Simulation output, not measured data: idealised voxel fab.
Process module in this document: voxel transistor to metal
Cross-section cut: width 265 nm, square cells of 5 nm.
Heads up, the way a cross-section reads in here is a grid of square cells, handed over as bands from the top down, with every band being one or more rows of cells. A band entry consists of two parts. The first gives the height of the band's top and the height of its bottom, in nm. The rest lists the band's materials from left to right, each with its width in nm. A single material labelled with the word "throughout" fills the band from edge to edge, and the word "empty" marks empty space. For the purposes of this specification, 0 denotes the height below which the wafer in its as-received condition is composed wholly of one material, and the lowermost band, lacking a lower limit, extends downward without end, as expressed in "0 -> down". The expression "30..40" gives the width at the extremes of the band, the first number at its top row of cells and the second at its bottom row, with the width changing by equal amounts from each row to the next in between. No cell of the cross-section changed in a step that is given as "no change". Look at "Sealed void listing" for the closed voids: empty spaces with no open path to the top, sized 8 cells or up. Each is width x height at distance, distance from the left edge, all nm. Where a step's line continues beyond its settings, the continuation is a remark by the simulator itself on that step. The line of a step may include "overlay nm". On a step with a mask, this value is how far to the right of its planned place the mask lay. A negative value means the mask lay to the left.
**Process steps - plan**
1. RECEIVE with material Si
2. CONFORMAL_DEP with material SiO2, thk nm 5
3. CONFORMAL_DEP with material SiN, thk nm 15
4. PATTERN with tone cover, mask id ACTIVE, material resist, width nm 100, pitch nm 125, thk nm 15, overlay nm 0
5. DIRECTIONAL_ETCH with etch materials SiN, depth nm 15
6. DIRECTIONAL_ETCH with etch materials SiO2, depth nm 5
7. DIRECTIONAL_ETCH with etch materials Si, depth nm 30
8. STRIP with etch materials resist
9. OXIDIZE with depth nm 5
10. FILL_DEP with material SiO2, thk nm 15
11. CMP with height nm 20
12. SELECTIVE_ETCH with etch materials SiO2, depth nm 5
13. STRIP with etch materials SiN
14. SELECTIVE_ETCH with etch materials SiO2, depth nm 5
15. OXIDIZE with depth nm 5
16. DIRECTIONAL_DEP with material polySi, thk nm 20
17. DIRECTIONAL_DEP with material SiCN, thk nm 10
18. DIRECTIONAL_DEP with material aC, thk nm 10
19. PATTERN with tone cover, mask id GATE, material resist, width nm 20, pitch nm 125, thk nm 30, overlay nm 0
20. DIRECTIONAL_ETCH with etch materials aC, depth nm 10
21. STRIP with etch materials resist
22. DIRECTIONAL_ETCH with etch materials SiCN, depth nm 20
23. DIRECTIONAL_ETCH with etch materials polySi, depth nm 30
24. STRIP with etch materials aC
25. CONFORMAL_DEP with material SiO2, thk nm 5
26. DIRECTIONAL_ETCH with etch materials SiO2, depth nm 5
27. CONFORMAL_DEP with material SiN, thk nm 10
28. DIRECTIONAL_ETCH with etch materials SiN, depth nm 10
29. DIRECTIONAL_ETCH with etch materials SiO2, depth nm 5
30. DIRECTIONAL_ETCH with etch materials Si, depth nm 5
31. EPI with material pSi, thk nm 10
32. FILL_DEP with material SiO2, thk nm 10
33. CMP with height nm 30
34. DIRECTIONAL_DEP with material SiO2, thk nm 10
35. PATTERN with tone open, mask id CONTACT, material resist, width nm 30, thk nm 20, overlay nm 0
36. DIRECTIONAL_ETCH with etch materials SiO2, depth nm 35
37. STRIP with etch materials resist
38. CONFORMAL_DEP with material TiN, thk nm 5
39. FILL_DEP with material W, thk nm 5
40. CMP with height nm 40
41. DIRECTIONAL_DEP with material TiN, thk nm 5
42. DIRECTIONAL_DEP with material W, thk nm 15
43. MASKED_ETCH with tone cover, mask id METAL_1, width nm 15, etch materials W, depth nm 15, overlay nm 0
44. MASKED_ETCH with tone cover, mask id METAL_1, width nm 15, etch materials TiN, depth nm 5, overlay nm 0
45. CONFORMAL_DEP with material SiCN, thk nm 5
46. FILL_DEP with material SiO2, thk nm 10
47. CMP with height nm 60
48. CONFORMAL_DEP with material SiCN, thk nm 5
49. DIRECTIONAL_DEP with material SiO2, thk nm 35
50. MASKED_ETCH with tone open, mask id METAL_2, width nm 15, pitch nm 125, etch materials SiO2, depth nm 20, overlay nm 0
51. PATTERN with tone open, mask id METAL_2_HOLES, material resist, width nm 15, pitch nm 125, thk nm 20, overlay nm 0
52. DIRECTIONAL_ETCH with etch materials SiO2, depth nm 15
53. DIRECTIONAL_ETCH with etch materials SiCN, depth nm 5
54. STRIP with etch materials resist
55. CONFORMAL_DEP with material TiN, thk nm 5
56. FILL_DEP with material Cu, thk nm 5
57. CMP with height nm 100
58. CONFORMAL_DEP with material SiN, thk nm 5
**Received-state cross-section, reflecting completion of step 1**
* 0 -> down | Si throughout
* Sealed void listing: none
**Same starting wafer, same plan as above, one mistake in the execution; this is the cross-section at the end of the module**
* 105 -> 100 | SiN throughout
* 100 -> 65 | SiO2 25 nm  TiN 5 nm  Cu 5 nm  TiN 5 nm  SiO2 110 nm  TiN 5 nm  Cu 5 nm  TiN 5 nm  SiO2 100 nm
* 65 -> 60 | SiCN 25 nm  TiN 15 nm  SiCN 110 nm  TiN 15 nm  SiCN 100 nm
* 60 -> 45 | SiO2 20 nm  SiCN 5 nm  W 15 nm  SiCN 5 nm  SiO2 50 nm  SiCN 5 nm  W 15 nm  SiCN 5 nm  SiO2 25 nm  SiCN 5 nm  W 15 nm  SiCN 5 nm  SiO2 50 nm  SiCN 5 nm  W 15 nm  SiCN 5 nm  SiO2 20 nm
* 45 -> 40 | SiCN 25 nm  TiN 15 nm  SiCN 60 nm  TiN 15 nm  SiCN 35 nm  TiN 15 nm  SiCN 60 nm  TiN 15 nm  SiCN 25 nm
* 40 -> 30 | SiO2 25 nm  TiN 5 nm  W 20..10 nm  TiN 5..15 nm  SiO2 30 nm  TiN 5..15 nm  W 20..10 nm  TiN 5 nm  SiO2 35 nm  TiN 5 nm  W 20..10 nm  TiN 5..15 nm  SiO2 30 nm  TiN 5..15 nm  W 20..10 nm  TiN 5 nm  SiO2 25 nm
* 30 -> 20 | SiO2 25 nm  TiN 5 nm  W 10 nm  TiN 5 nm  SiN 10 nm  SiO2 5 nm  SiCN 20 nm  SiO2 5 nm  SiN 10 nm  TiN 5 nm  W 10 nm  TiN 5 nm  SiO2 35 nm  TiN 5 nm  W 10 nm  TiN 5 nm  SiN 10 nm  SiO2 5 nm  SiCN 20 nm  SiO2 5 nm  SiN 10 nm  TiN 5 nm  W 10 nm  TiN 5 nm  SiO2 25 nm
* 20 -> 10 | SiO2 25 nm  TiN 5..10 nm  W 10..5 nm  TiN 5 nm  SiN 10 nm  SiO2 5 nm  polySi 20 nm  SiO2 5 nm  SiN 10 nm  TiN 5 nm  W 10..5 nm  TiN 5..10 nm  SiO2 35 nm  TiN 5..10 nm  W 10..5 nm  TiN 5 nm  SiN 10 nm  SiO2 5 nm  polySi 20 nm  SiO2 5 nm  SiN 10 nm  TiN 5 nm  W 10..5 nm  TiN 5..10 nm  SiO2 25 nm
* 10 -> 5 | SiO2 20 nm  SiN 10 nm  TiN 15 nm  SiN 10 nm  SiO2 5 nm  polySi 20 nm  SiO2 5 nm  SiN 10 nm  TiN 15 nm  SiN 10 nm  SiO2 25 nm  SiN 10 nm  TiN 15 nm  SiN 10 nm  SiO2 5 nm  polySi 20 nm  SiO2 5 nm  SiN 10 nm  TiN 15 nm  SiN 10 nm  SiO2 20 nm
* 5 -> 0 | SiO2 20 nm  SiN 10 nm  pSi 15 nm  SiN 10 nm  SiO2 5 nm  polySi 20 nm  SiO2 5 nm  SiN 10 nm  pSi 15 nm  SiN 10 nm  SiO2 25 nm  SiN 10 nm  pSi 15 nm  SiN 10 nm  SiO2 5 nm  polySi 20 nm  SiO2 5 nm  SiN 10 nm  pSi 15 nm  SiN 10 nm  SiO2 20 nm
* 0 -> -5 | SiO2 30 nm  pSi 15 nm  SiO2 50 nm  pSi 15 nm  SiO2 45 nm  pSi 15 nm  SiO2 50 nm  pSi 15 nm  SiO2 30 nm
* -5 -> -10 | SiO2 25 nm  Si 5 nm  pSi 15 nm  Si 50 nm  pSi 15 nm  Si 5 nm  SiO2 35 nm  Si 5 nm  pSi 15 nm  Si 50 nm  pSi 15 nm  Si 5 nm  SiO2 25 nm
* -10 -> -45 | SiO2 25 nm  Si 90 nm  SiO2 35 nm  Si 90 nm  SiO2 25 nm
* -45 -> down | Si throughout
* Sealed void listing: none
Where did the run depart from the plan? step 7 ran with different settings than intended, the actual operation and settings being DIRECTIONAL_ETCH with etch materials Si, depth nm 40
